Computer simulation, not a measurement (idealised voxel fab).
Process module under the name voxel local oxidation
Pictured: cross-section cut, 215 nm wide, on a grid of 5 nm square cells.
Each cross-section below is a grid of square cells, stated as bands in top-down order, with one or more rows of cells making up each band. Heads up on the band format: heights come first, top then bottom, in nm. After that it's the materials left to right, each with its width in nm. A single material flagged "full width" fills the whole band edge to edge, and "empty" means there's empty space there. Heights are measured from 0, the level below which the as-received wafer is all one material; the lowest band has no bottom and continues downward, written as in "0 down". Note: "30->40" means the width goes from the first number (top row of the band) to the second number (bottom row) in equal steps per row of cells. The cross-section has no changed cell in any step marked "no change". Listed in "Closed void list": every empty space of 8 or more cells without an open way to the top. Form: width x height at distance, the distance being from the left edge, all in nm. On a step's line, text after the settings is the simulator commenting on that step. The line of a step may include "overlay nm". On a step with a mask, this value is how far to the right of its planned place the mask lay. A negative value means the mask lay to the left.

[These are the steps we planned for the process]
1,op RECEIVE | material Si
2,op CONFORMAL_DEP | material SiO2 | thk nm 5
3,op CONFORMAL_DEP | material SiN | thk nm 10
4,op MASKED_ETCH | tone cover | mask id ACTIVE | width nm 90 | etch materials SiN | depth nm 10 | overlay nm 0
5,op SELECTIVE_ETCH | etch materials SiO2 | depth nm 5
6,op OXIDIZE | depth nm 10
7,op STRIP | etch materials SiN

[So this is the incoming wafer in cross-section - it's already been through step 1]
0 down: Si full width
Closed void list: none

[Final cross-section, module run with one mistake (start and plan as above)]
0 to -10: 70 of SiO2  70 of Si  75 of SiO2
-10 down: Si full width
Closed void list: none
Diagnosis: execution of step 2 of the plan did not take place, the step having been omitted
